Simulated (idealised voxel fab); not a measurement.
Name of the process module below: voxel wiring stack
Cross-section cut spans 170 nm and uses square cells 5 nm in size.
If you're reading a cross-section in this doc, picture square cells in a grid; it comes to you as bands, top ones listed first down to the bottom, and a band can be one or more rows of cells.
Heads up on the band format: heights come first, top then bottom, in nm. After that it's the materials left to right, each with its width in nm. A single material flagged "all across" fills the whole band edge to edge, and "empty" means there's empty space there.
Heads up on the height convention: 0 is the point under which the incoming wafer is all one material, and the lowest band has no bottom, it just keeps going down, like "0..down".
A two-number width, for instance "30->40", indicates that the width is equal to the first number in the top row of the band and to the second number in the bottom row, and that it changes by a constant amount per row of cells.
"changes: none" after a step means that no cell of the cross-section changed.
"Closed void table" enumerates empty spaces isolated from the top, with no open way to it, that contain at least 8 cells, giving each as width x height at distance from the left edge, all three in nm.
Note: text after step settings on the step line = simulator remark on that step.
overlay nm: mask offset rightward from planned place, masked step; negative means leftward offset.

### List of planned process steps
1 RECEIVE | material Si
2 CONFORMAL_DEP | material SiO2 | thk nm 10
3 DIRECTIONAL_DEP | material TiN | thk nm 5
4 DIRECTIONAL_DEP | material W | thk nm 25
5 PATTERN | tone cover | mask id METAL_1 | material resist | width nm 30 | pitch nm 55 | thk nm 20 | overlay nm 0
6 DIRECTIONAL_ETCH | etch materials W | depth nm 25
7 DIRECTIONAL_ETCH | etch materials TiN | depth nm 5
8 STRIP | etch materials resist
9 FILL_DEP | material lowk | thk nm 5
10 CMP | height nm 40
11 CONFORMAL_DEP | material SiCN | thk nm 5
12 DIRECTIONAL_DEP | material lowk | thk nm 20
13 DIRECTIONAL_DEP | material aC | thk nm 10
14 PATTERN | tone open | mask id PLUG_1 | material resist | width nm 15 | pitch nm 55 | thk nm 25 | overlay nm 0
15 DIRECTIONAL_ETCH | etch materials aC | depth nm 10
16 STRIP | etch materials resist
17 DIRECTIONAL_ETCH | etch materials lowk | depth nm 20
18 DIRECTIONAL_ETCH | etch materials SiCN | depth nm 5
19 STRIP | etch materials aC
20 CONFORMAL_DEP | material TiN | thk nm 5
21 FILL_DEP | material Cu | thk nm 10
22 CMP | height nm 65
23 CONFORMAL_DEP | material SiN | thk nm 5
24 DIRECTIONAL_DEP | material SiO2 | thk nm 15
25 MASKED_ETCH | tone open | mask id METAL_2 | width nm 30 | pitch nm 55 | etch materials SiO2 | depth nm 15 | overlay nm 0
26 MASKED_ETCH | tone open | mask id METAL_2 | width nm 30 | pitch nm 55 | etch materials SiN | depth nm 5 | overlay nm 0
27 CONFORMAL_DEP | material TiN | thk nm 5
28 FILL_DEP | material Cu | thk nm 10
29 CMP | height nm 85
30 CONFORMAL_DEP | material SiCN | thk nm 5

### Received-state cross-section, reflecting completion of step 1
0..down | Si all across
Closed void table: none

### a wafer at the end: this start, this plan, one mistake
90..85 | SiCN all across
85..70 | TiN all across
70..65 | SiN all across
65..45 | 15 lowk | 5 TiN | 5 Cu | 5 TiN | 40 lowk | 5 TiN | 5 Cu | 5 TiN | 40 lowk | 5 TiN | 5 Cu | 5 TiN | 30 lowk
45..40 | 15 SiCN | 15 TiN | 40 SiCN | 15 TiN | 40 SiCN | 15 TiN | 30 SiCN
40..15 | 15 lowk | 30 W | 25 lowk | 30 W | 25 lowk | 30 W | 15 lowk
15..10 | 15 lowk | 30 TiN | 25 lowk | 30 TiN | 25 lowk | 30 TiN | 15 lowk
10..0 | SiO2 all across
0..down | Si all across
Closed void table: none
What was the processing mistake? step 24 deviated from plan and actually ran as DIRECTIONAL_DEP | material TiN | thk nm 15
